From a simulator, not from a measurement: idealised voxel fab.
You're looking at the process module voxel self aligned contacts.
Pictured: cross-section cut, 230 nm wide, on a grid of 5 nm square cells.
Cross-section spec: square-cell grid; bands listed top down; each band is one or more rows. Heads up on the band format: heights come first, top then bottom, in nm. After that it's the materials left to right, each with its width in nm. A single material flagged "all across" fills the whole band edge to edge, and "air" means there's empty space there. Height reference: 0 = level under which incoming wafer is all one material. Lowest band: no bottom, runs on downward, e.g. "0 -> down". A two-number width, for instance "30..40", indicates that the width is equal to the first number in the top row of the band and to the second number in the bottom row, and that it changes by a constant amount per row of cells. "same as before" for a step: no cell of the cross-section changed in that step. Closed empty spaces (no open way to the top) of 8 cells or more are what "Enclosed cavity list" lists, each as width x height at distance from the left edge, nm for all three. after a step's settings: what the simulator itself notes on the step. You can add "overlay nm" to a step's line. For a step with a mask, it describes how far the mask lay to the right of its planned position, and a negative number describes a lay to the left.
[Process steps - plan]
- 1: op RECEIVE | material Si
- 2: op OXIDIZE | depth nm 5
- 3: op DIRECTIONAL_DEP | material polySi | thk nm 30
- 4: op DIRECTIONAL_DEP | material SiN | thk nm 25
- 5: op PATTERN | tone cover | mask id GATE | material resist | width nm 30 | pitch nm 65 | thk nm 20 | overlay nm 0
- 6: op DIRECTIONAL_ETCH | etch materials SiN | depth nm 25
- 7: op DIRECTIONAL_ETCH | etch materials polySi | depth nm 30
- 8: op STRIP | etch materials resist
- 9: op CONFORMAL_DEP | material SiN | thk nm 10
- 10: op DIRECTIONAL_ETCH | etch materials SiN | depth nm 10
- 11: op FILL_DEP | material SiO2 | thk nm 20
- 12: op CMP | height nm 65
- 13: op DIRECTIONAL_DEP | material aC | thk nm 15
- 14: op PATTERN | tone open | mask id CONTACT | material resist | width nm 45 | pitch nm 65 | thk nm 35 | overlay nm 0
- 15: op DIRECTIONAL_ETCH | etch materials aC | depth nm 15
- 16: op STRIP | etch materials resist
- 17: op DIRECTIONAL_ETCH | etch materials SiO2 | depth nm 70
- 18: op STRIP | etch materials aC
- 19: op CONFORMAL_DEP | material TiN | thk nm 5
- 20: op FILL_DEP | material W | thk nm 10
- 21: op CMP | height nm 65
- 22: op CONFORMAL_DEP | material SiCN | thk nm 5
[The cross-section here shows the wafer as received, i.e. in its state after step 1]
0 -> down  Si all across
Enclosed cavity list: none
[Here's the cross-section of the first of our two wafers at the end of the module - it ran as planned]
70 -> 65  SiCN all across
65 -> 55  60 of SiO2; 5..20 of TiN; 35..5 of W; 5..20 of TiN; 20 of SiO2; 5..20 of TiN; 35..5 of W; 5..20 of TiN; 60 of SiO2
55 -> 30  25 of SiO2; 50 of SiN; 5 of TiN; 5 of W; 5 of TiN; 50 of SiN; 5 of TiN; 5 of W; 5 of TiN; 50 of SiN; 25 of SiO2
30 -> 0  25 of SiO2; 10 of SiN; 30 of polySi; 10 of SiN; 5 of TiN; 5 of W; 5 of TiN; 10 of SiN; 30 of polySi; 10 of SiN; 5 of TiN; 5 of W; 5 of TiN; 10 of SiN; 30 of polySi; 10 of SiN; 25 of SiO2
0 -> -5  75 of SiO2; 15 of TiN; 50 of SiO2; 15 of TiN; 75 of SiO2
-5 -> down  Si all across
Enclosed cavity list: none
[Wafer two, sectioned after the module: the first wafer's start, the first wafer's plan, and one mistake in how it was run]
70 -> 65  SiCN all across
65 -> 60  60 of SiO2; 5 of TiN; 35 of W; 5 of TiN; 20 of SiO2; 5 of TiN; 35 of W; 5 of TiN; 60 of SiO2
60 -> 55  60 of SiO2; 45 of TiN; 20 of SiO2; 45 of TiN; 60 of SiO2
55 -> 30  25 of SiO2; 55 of SiN; 10 of TiN; 55 of SiN; 10 of TiN; 55 of SiN; 20 of SiO2
30 -> 0  25 of SiO2; 10 of SiN; 35 of polySi; 10 of SiN; 10 of TiN; 10 of SiN; 35 of polySi; 10 of SiN; 10 of TiN; 10 of SiN; 35 of polySi; 10 of SiN; 20 of SiO2
0 -> -5  80 of SiO2; 10 of TiN; 55 of SiO2; 10 of TiN; 75 of SiO2
-5 -> down  Si all across
Enclosed cavity list: none
So what did we get wrong on this run? not per plan at step 5, really ran op PATTERN | tone cover | mask id GATE | material resist | width nm 35 | pitch nm 65 | thk nm 20 | overlay nm 0
FYI, end of process, the second wafer has more or fewer cells of some materials than the first: +15 SiN | -9 SiO2 | -24 W | +18 polySi
